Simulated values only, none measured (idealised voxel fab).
This section sets out a process module, namely voxel transistor to metal.
This is section cut - it's 270 nm across, gridded in 5 nm square cells.
Square cells in a grid make up a cross-section in this document, and the grid is given as bands, listed from the top down, each one or more rows of cells. Each band's line starts with the height of the band's top and of its bottom, in nm. Then come its materials from left to right, each with its width in nm. One material with "edge to edge" fills the band from edge to edge. "blank" is empty space. Note: height 0 marks the level under which the wafer is uniformly one material as received. Lowest band unbounded below, written "top 0, no bottom". With a width like "30..40", each row of cells in the band differs from the next by the same amount, the top row carrying the first number and the bottom row the second. "no change occurred" for a step: no cell of the cross-section changed in that step. Voids, enclosed: empty space of 8 cells or more with no open way to the top, each as width x height at its distance from the left edge, in nm. Anything after a step's settings on that line? It's the simulator's own note about the step. overlay nm, on a step with a mask: how far to the right of its planned place the mask lay; to the left if negative.
-- Process steps foreseen in the plan
1: RECEIVE (material Si)
2: CONFORMAL_DEP (material SiO2; thk nm 5)
3: CONFORMAL_DEP (material SiN; thk nm 15)
4: DIRECTIONAL_DEP (material aC; thk nm 10)
5: PATTERN (tone cover; mask id ACTIVE; material resist; width nm 105; pitch nm 125; thk nm 30; overlay nm 0)
6: DIRECTIONAL_ETCH (etch materials aC; depth nm 10)
7: STRIP (etch materials resist)
8: DIRECTIONAL_ETCH (etch materials SiN; depth nm 15)
9: DIRECTIONAL_ETCH (etch materials SiO2; depth nm 5)
10: DIRECTIONAL_ETCH (etch materials Si; depth nm 20)
11: STRIP (etch materials aC)
12: FILL_DEP (material SiO2; thk nm 10)
13: CMP (height nm 20)
14: SELECTIVE_ETCH (etch materials SiO2; depth nm 5)
15: STRIP (etch materials SiN)
16: SELECTIVE_ETCH (etch materials SiO2; depth nm 5)
17: OXIDIZE (depth nm 5)
18: DIRECTIONAL_DEP (material polySi; thk nm 25)
19: DIRECTIONAL_DEP (material SiCN; thk nm 15)
20: MASKED_ETCH (tone cover; mask id GATE; width nm 25; pitch nm 125; etch materials SiCN; depth nm 25; overlay nm 0)
21: MASKED_ETCH (tone cover; mask id GATE; width nm 25; pitch nm 125; etch materials polySi; depth nm 35; overlay nm 0)
22: CONFORMAL_DEP (material SiN; thk nm 5)
23: DIRECTIONAL_ETCH (etch materials SiN; depth nm 5)
24: DIRECTIONAL_ETCH (etch materials SiO2; depth nm 5)
25: DIRECTIONAL_ETCH (etch materials Si; depth nm 10)
26: EPI (material nSi; thk nm 10)
27: FILL_DEP (material SiO2; thk nm 5)
28: CMP (height nm 25)
29: STRIP (etch materials polySi)
30: SELECTIVE_ETCH (etch materials SiO2; depth nm 5)
31: CONFORMAL_DEP (material HfO2; thk nm 5)
32: CONFORMAL_DEP (material TiN; thk nm 5)
33: FILL_DEP (material W; thk nm 5)
34: CMP (height nm 20)
35: DIRECTIONAL_DEP (material SiO2; thk nm 10)
36: PATTERN (tone open; mask id CONTACT; material resist; width nm 15; thk nm 20; overlay nm 0)
37: DIRECTIONAL_ETCH (etch materials SiO2; depth nm 35)
38: STRIP (etch materials resist)
39: CONFORMAL_DEP (material TiN; thk nm 5)
40: FILL_DEP (material Ru; thk nm 10)
41: CMP (height nm 30)
42: DIRECTIONAL_DEP (material TiN; thk nm 5)
43: DIRECTIONAL_DEP (material Ru; thk nm 15)
44: MASKED_ETCH (tone cover; mask id METAL_1; width nm 15; etch materials Ru; depth nm 15; overlay nm 0)
45: MASKED_ETCH (tone cover; mask id METAL_1; width nm 15; etch materials TiN; depth nm 5; overlay nm 0)
46: CONFORMAL_DEP (material SiCN; thk nm 5)
47: FILL_DEP (material lowk; thk nm 5)
48: CMP (height nm 50)
49: CONFORMAL_DEP (material SiCN; thk nm 5)
-- Wafer at receipt (post step 1), cross-section
    top 0, no bottom | Si edge to edge
    Voids, enclosed: none
-- Figure: cross-sectional view of the wafer upon completion of the module, processed from the initial state and according to the plan depicted above, with one error introduced during execution
    top 55, bottom 50 | SiCN edge to edge
    top 50, bottom 35 | lowk=25  SiCN=5  Ru=15  SiCN=5  lowk=45  SiCN=5  Ru=15  SiCN=5  lowk=30  SiCN=5  Ru=15  SiCN=5  lowk=45  SiCN=5  Ru=15  SiCN=5  lowk=25
    top 35, bottom 30 | SiCN=30  TiN=15  SiCN=55  TiN=15  SiCN=40  TiN=15  SiCN=55  TiN=15  SiCN=30
    top 30, bottom 20 | SiO2=30  TiN=5  Ru=5  TiN=5  SiO2=55  TiN=5  Ru=5  TiN=5  SiO2=40  TiN=5  Ru=5  TiN=5  SiO2=55  TiN=5  Ru=5  TiN=5  SiO2=30
    top 20, bottom 10 | SiO2=30  TiN=5  Ru=5  TiN=5  SiO2=10  SiN=5  HfO2=5  TiN=5  W=5  TiN=5  HfO2=5  SiN=5  SiO2=10  TiN=5  Ru=5  TiN=5  SiO2=40  TiN=5  Ru=5  TiN=5  SiO2=10  SiN=5  HfO2=5  TiN=5  W=5  TiN=5  HfO2=5  SiN=5  SiO2=10  TiN=5  Ru=5  TiN=5  SiO2=30
    top 10, bottom 5 | SiO2=20  SiN=5  SiO2=5  TiN=5  Ru=5  TiN=5  SiO2=10  SiN=5  HfO2=5  TiN=5  W=5  TiN=5  HfO2=5  SiN=5  SiO2=10  TiN=5  Ru=5  TiN=5  SiO2=10  SiN=5  SiO2=15  SiN=5  SiO2=5  TiN=5  Ru=5  TiN=5  SiO2=10  SiN=5  HfO2=5  TiN=5  W=5  TiN=5  HfO2=5  SiN=5  SiO2=10  TiN=5  Ru=5  TiN=5  SiO2=10  SiN=5  SiO2=15
    top 5, bottom 0 | SiO2=20  SiN=5  SiO2=5  TiN=5  Ru=5  TiN=5  nSi=10  SiN=5  HfO2=5  TiN=15  HfO2=5  SiN=5  nSi=10  TiN=5  Ru=5  TiN=5  SiO2=10  SiN=5  SiO2=15  SiN=5  SiO2=5  TiN=5  Ru=5  TiN=5  nSi=10  SiN=5  HfO2=5  TiN=15  HfO2=5  SiN=5  nSi=10  TiN=5  Ru=5  TiN=5  SiO2=10  SiN=5  SiO2=15
    top 0, bottom -5 | SiO2=30  TiN=15  nSi=10  HfO2=35  nSi=10  TiN=15  SiO2=40  TiN=15  nSi=10  HfO2=35  nSi=10  TiN=15  SiO2=30
    top -5, bottom -15 | SiO2=25  nSi=30  Si=35  nSi=35  SiO2=25  nSi=30  Si=35  nSi=35  SiO2=20
    top -15, bottom -20 | SiO2=25  Si=100  SiO2=25  Si=100  SiO2=20
    top -20, no bottom | Si edge to edge
    Voids, enclosed: none
Plan not followed: heads up, step 5 didn't go per plan, it actually ran as PATTERN (tone cover; mask id ACTIVE; material resist; width nm 100; pitch nm 125; thk nm 30; overlay nm 0)
